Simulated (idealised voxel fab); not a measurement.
process module | voxel trench capacitor
cross-section cut | 160 nm wide | cells 5 nm
A cross-section is a grid of square cells, given in bands from the top down. A band is one or more rows of cells.
Each band's line starts with the height of the band's top and of its bottom, in nm. Then come its materials from left to right, each with its width in nm. One material with "throughout" fills the band from edge to edge. "air" is empty space.
Height 0 is the level under which the wafer as received is all one material. The lowest band goes on downwards, as in "0 down".
A width such as "30 to 40" changes by the same amount from each row of cells to the next, from the band's top row to its bottom row.
"no change" after a step means that no cell of the cross-section changed.
closed voids: empty space of 8 cells or more with no open way to the top, each as width x height at its distance from the left edge, in nm
after a step's settings: what the simulator itself notes on the step
overlay nm, on a step with a mask: how far to the right of its planned place the mask lay; to the left if negative
plan
1 op RECEIVE | material Si
2 op CONFORMAL_DEP | material SiN | thk nm 5
3 op PATTERN | tone open | mask id TRENCH | material resist | width nm 20 | pitch nm 50 | thk nm 20 | overlay nm 0
4 op DIRECTIONAL_ETCH | etch materials SiN | depth nm 5
5 op DIRECTIONAL_ETCH | etch materials Si | depth nm 25
6 op STRIP | etch materials resist
7 op CONFORMAL_DEP | material Al2O3 | thk nm 5
8 op CONFORMAL_DEP | material TiN | thk nm 5
9 op FILL_DEP | material W | thk nm 10
10 op CMP | height nm 5
varied across the wafers: width nm of step 3. The plan shows the first wafer's value. All wafers start alike
first wafer as received, after step 1
  0 down: Si throughout
  closed voids: none
each wafer at the end: cells of each material gained (+) or lost (-) since it was received, then its closed voids
width nm 20 | +42 Al2O3 | -60 Si | +20 SiN | +30 TiN | closed voids: none
width nm 25 | +45 Al2O3 | -75 Si | +17 SiN | +33 TiN | +12 W | closed voids: none
width nm 30 | +48 Al2O3 | -90 Si | +14 SiN | +36 TiN | +24 W | closed voids: none
